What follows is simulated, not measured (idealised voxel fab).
This section sets out a process module, namely voxel self aligned vias.
The cross-section on display is named cut; it measures 255 nm wide, and its cells are 5 nm squares.
Heads up, the way a cross-section reads in here is a grid of square cells, handed over as bands from the top down, with every band being one or more rows of cells. Top height, bottom height, nm. Materials left to right, width each, nm. Single material + "full width" = fills band edge to edge. "empty" = empty. Height is counted from the level 0, under which the received wafer is composed throughout of one material. The lowest of the bands is not closed at the bottom but continues downward, in the notation "z 0 and below". When a width is written as two numbers, as in "30 to 40", the first number is the width in the top row of cells of the band and the second is the width in its bottom row, and the width changes by the same amount from each row to the next. "stayed the same" after a step means that no cell of the cross-section changed. Each empty space that has no open way to the top and spans at least 8 cells appears under "Closed void listing" as width x height at distance, the distance counted from the left edge, all in nm. Post-settings text on a step line: simulator's own remark regarding the step. overlay nm: mask right of planned place by this much (step with mask). Neg. = left.

[Here's what the planned process steps look like]
1,RECEIVE | material Si
2,CONFORMAL_DEP | material SiO2 | thk nm 10
3,CONFORMAL_DEP | material SiCN | thk nm 5
4,DIRECTIONAL_DEP | material SiO2 | thk nm 25
5,DIRECTIONAL_DEP | material aC | thk nm 15
6,PATTERN | tone open | mask id LINES | material resist | width nm 25 | pitch nm 75 | thk nm 30 | overlay nm 0
7,DIRECTIONAL_ETCH | etch materials aC | depth nm 15
8,STRIP | etch materials resist
9,DIRECTIONAL_ETCH | etch materials SiO2 | depth nm 25
10,STRIP | etch materials aC
11,CONFORMAL_DEP | material TiN | thk nm 5
12,FILL_DEP | material Ru | thk nm 5
13,CMP | height nm 40
14,SELECTIVE_ETCH | etch materials W Ru TiN | depth nm 10
15,FILL_DEP | material SiN | thk nm 5
16,CMP | height nm 40
17,DIRECTIONAL_DEP | material SiO2 | thk nm 15
18,PATTERN | tone open | mask id VIAS | material resist | width nm 45 | pitch nm 150 | thk nm 15 | overlay nm 0
19,DIRECTIONAL_ETCH | etch materials SiO2 | depth nm 15
20,DIRECTIONAL_ETCH | etch materials SiN | depth nm 10
21,STRIP | etch materials resist
22,CONFORMAL_DEP | material TiN | thk nm 5
23,FILL_DEP | material Cu | thk nm 10
24,CMP | height nm 55
25,CONFORMAL_DEP | material SiN | thk nm 5

[Received-state cross-section, reflecting completion of step 1]
    z 0 and below = Si full width
    Closed void listing: none

[First wafer of two, sectioned at end of module; run went per plan]
    z 60 to 55 = SiN full width
    z 55 to 45 = 30 SiO2 / 5 TiN / 35 Cu / 5 TiN / 105 SiO2 / 5 TiN / 35 Cu / 5 TiN / 30 SiO2
    z 45 to 40 = 30 SiO2 / 15 TiN / 15 Cu / 15 TiN / 105 SiO2 / 15 TiN / 15 Cu / 15 TiN / 30 SiO2
    z 40 to 35 = 40 SiO2 / 5 TiN / 15 Cu / 5 TiN / 50 SiO2 / 25 SiN / 50 SiO2 / 5 TiN / 15 Cu / 5 TiN / 40 SiO2
    z 35 to 30 = 40 SiO2 / 25 TiN / 50 SiO2 / 25 SiN / 50 SiO2 / 25 TiN / 40 SiO2
    z 30 to 20 = 40 SiO2 / 5 TiN / 15 Ru / 5 TiN / 50 SiO2 / 5 TiN / 15 Ru / 5 TiN / 50 SiO2 / 5 TiN / 15 Ru / 5 TiN / 40 SiO2
    z 20 to 15 = 40 SiO2 / 25 TiN / 50 SiO2 / 25 TiN / 50 SiO2 / 25 TiN / 40 SiO2
    z 15 to 10 = SiCN full width
    z 10 to 0 = SiO2 full width
    z 0 and below = Si full width
    Closed void listing: none

[Cross-section, second wafer: same start as the first, same plan as the first, one mistake in running it; taken at the end of the module]
    z 60 to 55 = SiN full width
    z 55 to 45 = 30 SiO2 / 5 TiN / 35 Cu / 5 TiN / 105 SiO2 / 5 TiN / 35 Cu / 5 TiN / 30 SiO2
    z 45 to 40 = 30 SiO2 / 15 TiN / 15 Cu / 15 TiN / 105 SiO2 / 15 TiN / 15 Cu / 15 TiN / 30 SiO2
    z 40 to 35 = 40 SiO2 / 5 TiN / 15 Cu / 5 TiN / 50 SiO2 / 25 SiN / 50 SiO2 / 5 TiN / 15 Cu / 5 TiN / 40 SiO2
    z 35 to 30 = 40 SiO2 / 25 TiN / 50 SiO2 / 25 SiN / 50 SiO2 / 25 TiN / 40 SiO2
    z 30 to 20 = 40 SiO2 / 5 TiN / 15 Ru / 5 TiN / 50 SiO2 / 5 TiN / 15 Ru / 5 TiN / 50 SiO2 / 5 TiN / 15 Ru / 5 TiN / 40 SiO2
    z 20 to 15 = 40 SiO2 / 25 TiN / 50 SiO2 / 25 TiN / 50 SiO2 / 25 TiN / 40 SiO2
    z 15 to 5 = SiO2 full width
    z 5 to 0 = SiCN full width
    z 0 and below = Si full width
    Closed void listing: none
Diagnosis: the intended sequence of steps 2 and 3 was reversed during processing, with each occupying the position of the other
Both wafers, final: cells per material equal; arrangement not.
